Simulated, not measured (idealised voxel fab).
Title: Process Module voxel self aligned contacts
This is section cut - it's 220 nm across, gridded in 5 nm square cells.
Heads up, the way a cross-section reads in here is a grid of square cells, handed over as bands from the top down, with every band being one or more rows of cells. The band entry comprises the height of the band's top followed by the height of its bottom, expressed in nm, and subsequently the band's materials from left to right, each stated together with its width in nm. Where a single material is marked with the word "throughout", that material fills the band from edge to edge. The word "air" represents empty space. Height is counted from the level 0, under which the received wafer is composed throughout of one material. The lowest of the bands is not closed at the bottom but continues downward, in the notation "0..down". Graded width ("30->40"): value in top row of band = first number; value in bottom row = second number; row-to-row change constant. "no change", as given for a step, is the statement that not any cell of the cross-section underwent a change during that step. Basically, "Closed void listing" tells you about the enclosed voids: empty spaces with no open way to the top, 8 cells or bigger, each written width x height at distance, where distance is from the left edge, all in nm. Read whatever lies past the settings on a step's line as the simulator's own remark about the step. overlay nm: where the mask lay relative to plan, measured to the right, on steps with a mask; negatives go left.

[The steps planned for the process are as follows]
1. op RECEIVE | material Si
2. op CONFORMAL_DEP | material SiO2 | thk nm 5
3. op DIRECTIONAL_DEP | material polySi | thk nm 30
4. op DIRECTIONAL_DEP | material SiN | thk nm 15
5. op PATTERN | tone cover | mask id GATE | material resist | width nm 25 | pitch nm 55 | thk nm 20 | overlay nm 0
6. op DIRECTIONAL_ETCH | etch materials SiN | depth nm 15
7. op DIRECTIONAL_ETCH | etch materials polySi | depth nm 30
8. op STRIP | etch materials resist
9. op CONFORMAL_DEP | material SiN | thk nm 5
10. op DIRECTIONAL_ETCH | etch materials SiN | depth nm 5
11. op FILL_DEP | material SiO2 | thk nm 10
12. op CMP | height nm 55
13. op PATTERN | tone open | mask id CONTACT | material resist | width nm 40 | pitch nm 55 | thk nm 20 | overlay nm 0
14. op DIRECTIONAL_ETCH | etch materials SiO2 | depth nm 55
15. op STRIP | etch materials resist
16. op CONFORMAL_DEP | material TiN | thk nm 5
17. op FILL_DEP | material W | thk nm 5
18. op CMP | height nm 55
19. op CONFORMAL_DEP | material SiCN | thk nm 5

[As-received state of the wafer in cross-section, equivalent to post-step 1]
    0..down | Si throughout
    Closed void listing: none

[Cross-section, first of two wafers, end of module, run as planned]
    60..55 | SiCN throughout
    55..50 | SiO2=60 | TiN=15 | W=10 | TiN=15 | SiO2=15 | TiN=15 | W=10 | TiN=15 | SiO2=65
    50..35 | SiO2=35 | SiN=35 | TiN=5 | W=10 | TiN=5 | SiN=35 | TiN=5 | W=10 | TiN=5 | SiN=35 | SiO2=40
    35..5 | SiO2=35 | SiN=5 | polySi=25 | SiN=5 | TiN=5 | W=10 | TiN=5 | SiN=5 | polySi=25 | SiN=5 | TiN=5 | W=10 | TiN=5 | SiN=5 | polySi=25 | SiN=5 | SiO2=40
    5..0 | SiO2=70 | TiN=20 | SiO2=35 | TiN=20 | SiO2=75
    0..down | Si throughout
    Closed void listing: none

[Wafer two, sectioned after the module: the first wafer's start, the first wafer's plan, and one mistake in how it was run]
    60..55 | SiCN throughout
    55..50 | SiO2=65 | TiN=10 | W=10 | TiN=10 | SiO2=25 | TiN=10 | W=10 | TiN=10 | SiO2=70
    50..35 | SiO2=35 | SiN=35 | TiN=5 | W=10 | TiN=5 | SiN=35 | TiN=5 | W=10 | TiN=5 | SiN=35 | SiO2=40
    35..5 | SiO2=35 | SiN=5 | polySi=25 | SiN=5 | TiN=5 | W=10 | TiN=5 | SiN=5 | polySi=25 | SiN=5 | TiN=5 | W=10 | TiN=5 | SiN=5 | polySi=25 | SiN=5 | SiO2=40
    5..0 | SiO2=70 | TiN=20 | SiO2=35 | TiN=20 | SiO2=75
    0..down | Si throughout
    Closed void listing: none
The plan and the run diverged here: rather than as planned, step 13 actually ran as op PATTERN | tone open | mask id CONTACT | material resist | width nm 30 | pitch nm 55 | thk nm 20 | overlay nm 0
Final difference in cells, second wafer against first, listed per material as more or fewer: +4 SiO2 | -4 TiN
